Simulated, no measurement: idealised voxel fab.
Process module in this document: voxel transistor to metal
In the cross-section labelled cut, the width is 300 nm and each square cell is 5 nm.
We lay out every cross-section as a grid of square cells and spell it out in bands from the top down, where one band means one or more rows of cells. Top height, bottom height, nm. Materials left to right, width each, nm. Single material + "edge to edge" = fills band edge to edge. "empty" = empty. Where do heights start? At 0: under that level the wafer as delivered is made of one material only. And the lowest band has no floor; it just carries on downward, as in "from 0 down". When a width is written as two numbers, as in "30 to 40", the first number is the width in the top row of cells of the band and the second is the width in its bottom row, and the width changes by the same amount from each row to the next. Key: "remains unaltered" - step with no changed cell in the cross-section. "Closed void listing" specifies each empty space that is not open to the top and that occupies no fewer than 8 cells, using the form width x height at distance, the distance measured from the left edge and all three quantities in nm. On each step's line, the part that comes after the settings is the simulator's own comment on the step. A step's line can hold "overlay nm"; with a mask on that step, the setting says how far right of the planned place the mask lay, while a negative setting says it lay to the left.
### Process steps (planned)
1 RECEIVE [material Si]
2 CONFORMAL_DEP [material SiO2] [thk nm 5]
3 CONFORMAL_DEP [material SiN] [thk nm 15]
4 MASKED_ETCH [tone cover] [mask id ACTIVE] [width nm 115] [pitch nm 140] [etch materials SiN] [depth nm 15] [overlay nm 0]
5 MASKED_ETCH [tone cover] [mask id ACTIVE] [width nm 115] [pitch nm 140] [etch materials SiO2] [depth nm 5] [overlay nm 0]
6 MASKED_ETCH [tone cover] [mask id ACTIVE] [width nm 115] [pitch nm 140] [etch materials Si] [depth nm 25] [overlay nm 0]
7 FILL_DEP [material SiO2] [thk nm 5]
8 CMP [height nm 20]
9 SELECTIVE_ETCH [etch materials SiO2] [depth nm 15]
10 STRIP [etch materials SiN]
11 SELECTIVE_ETCH [etch materials SiO2] [depth nm 5]
12 OXIDIZE [depth nm 5]
13 DIRECTIONAL_DEP [material polySi] [thk nm 25]
14 DIRECTIONAL_DEP [material SiCN] [thk nm 15]
15 DIRECTIONAL_DEP [material aC] [thk nm 15]
16 PATTERN [tone cover] [mask id GATE] [material resist] [width nm 35] [pitch nm 140] [thk nm 30] [overlay nm 0]
17 DIRECTIONAL_ETCH [etch materials aC] [depth nm 15]
18 STRIP [etch materials resist]
19 DIRECTIONAL_ETCH [etch materials SiCN] [depth nm 25]
20 DIRECTIONAL_ETCH [etch materials polySi] [depth nm 35]
21 STRIP [etch materials aC]
22 CONFORMAL_DEP [material SiO2] [thk nm 5]
23 DIRECTIONAL_ETCH [etch materials SiO2] [depth nm 5]
24 CONFORMAL_DEP [material SiN] [thk nm 10]
25 DIRECTIONAL_ETCH [etch materials SiN] [depth nm 10]
26 DIRECTIONAL_ETCH [etch materials SiO2] [depth nm 5]
27 EPI [material nSi] [thk nm 5]
28 FILL_DEP [material SiO2] [thk nm 10]
29 CMP [height nm 25]
30 STRIP [etch materials polySi]
31 SELECTIVE_ETCH [etch materials SiO2] [depth nm 5]
32 CONFORMAL_DEP [material HfO2] [thk nm 5]
33 CONFORMAL_DEP [material TiN] [thk nm 5]
34 FILL_DEP [material W] [thk nm 5]
35 CMP [height nm 20]
36 DIRECTIONAL_DEP [material SiO2] [thk nm 15]
37 DIRECTIONAL_DEP [material aC] [thk nm 10]
38 PATTERN [tone open] [mask id CONTACT] [material resist] [width nm 15] [thk nm 25] [overlay nm 0]
39 DIRECTIONAL_ETCH [etch materials aC] [depth nm 10]
40 STRIP [etch materials resist]
41 DIRECTIONAL_ETCH [etch materials SiO2] [depth nm 35]
42 STRIP [etch materials aC]
43 CONFORMAL_DEP [material TiN] [thk nm 5]
44 FILL_DEP [material W] [thk nm 5]
45 CMP [height nm 35]
46 DIRECTIONAL_DEP [material TiN] [thk nm 5]
47 DIRECTIONAL_DEP [material W] [thk nm 25]
48 DIRECTIONAL_DEP [material aC] [thk nm 15]
49 PATTERN [tone cover] [mask id METAL_1] [material resist] [width nm 15] [thk nm 35] [overlay nm 0]
50 DIRECTIONAL_ETCH [etch materials aC] [depth nm 15]
51 STRIP [etch materials resist]
52 DIRECTIONAL_ETCH [etch materials W] [depth nm 25]
53 DIRECTIONAL_ETCH [etch materials TiN] [depth nm 5]
54 STRIP [etch materials aC]
55 FILL_DEP [material SiO2] [thk nm 10]
56 CMP [height nm 65]
57 CONFORMAL_DEP [material SiN] [thk nm 5]
### Here's what the wafer looked like in cross-section when it arrived - that's after step 1
- from 0 down | Si edge to edge
- Closed void listing: none
### Wafer cross-section at end of module: start and plan as shown above, one execution error
- from 70 to 65 | SiN edge to edge
- from 65 to 40 | SiO2: 30 | W: 15 | SiO2: 65 | W: 15 | SiO2: 45 | W: 15 | SiO2: 65 | W: 15 | SiO2: 35
- from 40 to 35 | SiO2: 30 | TiN: 15 | SiO2: 65 | TiN: 15 | SiO2: 45 | TiN: 15 | SiO2: 65 | TiN: 15 | SiO2: 35
- from 35 to 20 | SiO2: 30 | TiN: 5 | W: 5 | TiN: 5 | SiO2: 65 | TiN: 5 | W: 5 | TiN: 5 | SiO2: 45 | TiN: 5 | W: 5 | TiN: 5 | SiO2: 65 | TiN: 5 | W: 5 | TiN: 5 | SiO2: 35
- from 20 to 10 | SiO2: 30 | TiN: 5 | W: 5 | TiN: 5 | SiN: 10 | HfO2: 5 | TiN: 5 | W: 25 | TiN: 5 | HfO2: 5 | SiN: 10 | TiN: 5 | W: 5 | TiN: 5 | SiO2: 45 | TiN: 5 | W: 5 | TiN: 5 | SiN: 10 | HfO2: 5 | TiN: 5 | W: 25 | TiN: 5 | HfO2: 5 | SiN: 10 | TiN: 5 | W: 5 | TiN: 5 | SiO2: 35
- from 10 to 5 | SiO2: 30 | TiN: 15 | SiN: 10 | HfO2: 5 | TiN: 35 | HfO2: 5 | SiN: 10 | TiN: 15 | SiO2: 45 | TiN: 15 | SiN: 10 | HfO2: 5 | TiN: 35 | HfO2: 5 | SiN: 10 | TiN: 15 | SiO2: 35
- from 5 to 0 | SiO2: 10 | SiN: 10 | SiO2: 5 | nSi: 20 | SiO2: 10 | HfO2: 45 | SiO2: 10 | nSi: 20 | SiO2: 5 | SiN: 10 | SiO2: 5 | SiN: 10 | SiO2: 5 | nSi: 20 | SiO2: 10 | HfO2: 45 | SiO2: 10 | nSi: 20 | SiO2: 5 | SiN: 10 | SiO2: 15
- from 0 to -5 | SiO2: 30 | Si: 95 | SiO2: 45 | Si: 95 | SiO2: 35
- from -5 to -25 | SiO2: 20 | Si: 115 | SiO2: 25 | Si: 115 | SiO2: 25
- from -25 down | Si edge to edge
- Closed void listing: none
Plan not followed: steps 10 and 11 of the plan were each performed in the slot designated for the other
